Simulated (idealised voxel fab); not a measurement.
The following process module bears the name voxel air gaps.
Xsec cut, 175 nm wide, square cell size 5 nm.
For the purposes of this document, a cross-section shall be understood as a grid of square cells, specified as bands listed in top-to-bottom order, each band consisting of one or more rows of cells.
This entry defines a band. It first specifies the height of the band's top and the height of its bottom in nm, and then specifies the band's materials from left to right, stating each material with its width in nm. The word "full width" identifies a single material that fills the band from edge to edge, while the word "empty" identifies empty space.
The level at which height equals 0 is the one under which the wafer, as it arrives, is entirely one material. No lower edge exists for the bottom band, which continues downward and is notated as in "0 nm and below".
Width "30..40": first value at the band's top row of cells, second value at its bottom row, equal change from row to row.
"changes: none" -> step changed no cross-section cell.
"Entrapped voids": empty spaces of 8 cells or more with no open way to the top, each given as width x height at distance, distance from the left edge, all in nm.
The remark found on a step's line after its settings is issued by the simulator itself and pertains to that step.
overlay nm: where the mask lay relative to plan, measured to the right, on steps with a mask; negatives go left.

## Process steps (planned)
1,RECEIVE [material Si]
2,CONFORMAL_DEP [material SiO2] [thk nm 15]
3,CONFORMAL_DEP [material SiCN] [thk nm 5]
4,DIRECTIONAL_DEP [material SiO2] [thk nm 20]
5,MASKED_ETCH [tone open] [mask id LINES] [width nm 20] [pitch nm 45] [etch materials SiO2] [depth nm 30] [overlay nm 0]
6,CONFORMAL_DEP [material TiN] [thk nm 5]
7,FILL_DEP [material Cu] [thk nm 10]
8,CMP [height nm 50]
9,EPI [material Ru] [thk nm 10]
10,SELECTIVE_ETCH [etch materials SiO2] [depth nm 40]
11,CONFORMAL_DEP [material SiCN] [thk nm 5]
Wafers differ in thk nm at step 4; plan lists the first wafer's value; identical starting state.

## This is how the first of several wafers looked in cross-section when it arrived, which is after step 1
0 nm and below: Si full width
Entrapped voids: none

## Each row below is a wafer at the end of the module, listing for every material the number of cells it has gained (+) or lost (-) since it was received, followed by its closed voids
thk nm 20 | +59 Cu | +70 Ru | +70 SiCN | +197 SiO2 | +59 TiN | Entrapped voids: none
thk nm 25 | +30 Cu | +70 Ru | +70 SiCN | +220 SiO2 | +65 TiN | Entrapped voids: none
thk nm 30 | +30 Cu | +48 Ru | +134 SiCN | +105 SiO2 | +42 TiN | Entrapped voids: 15 x 20 at 55; 15 x 20 at 100
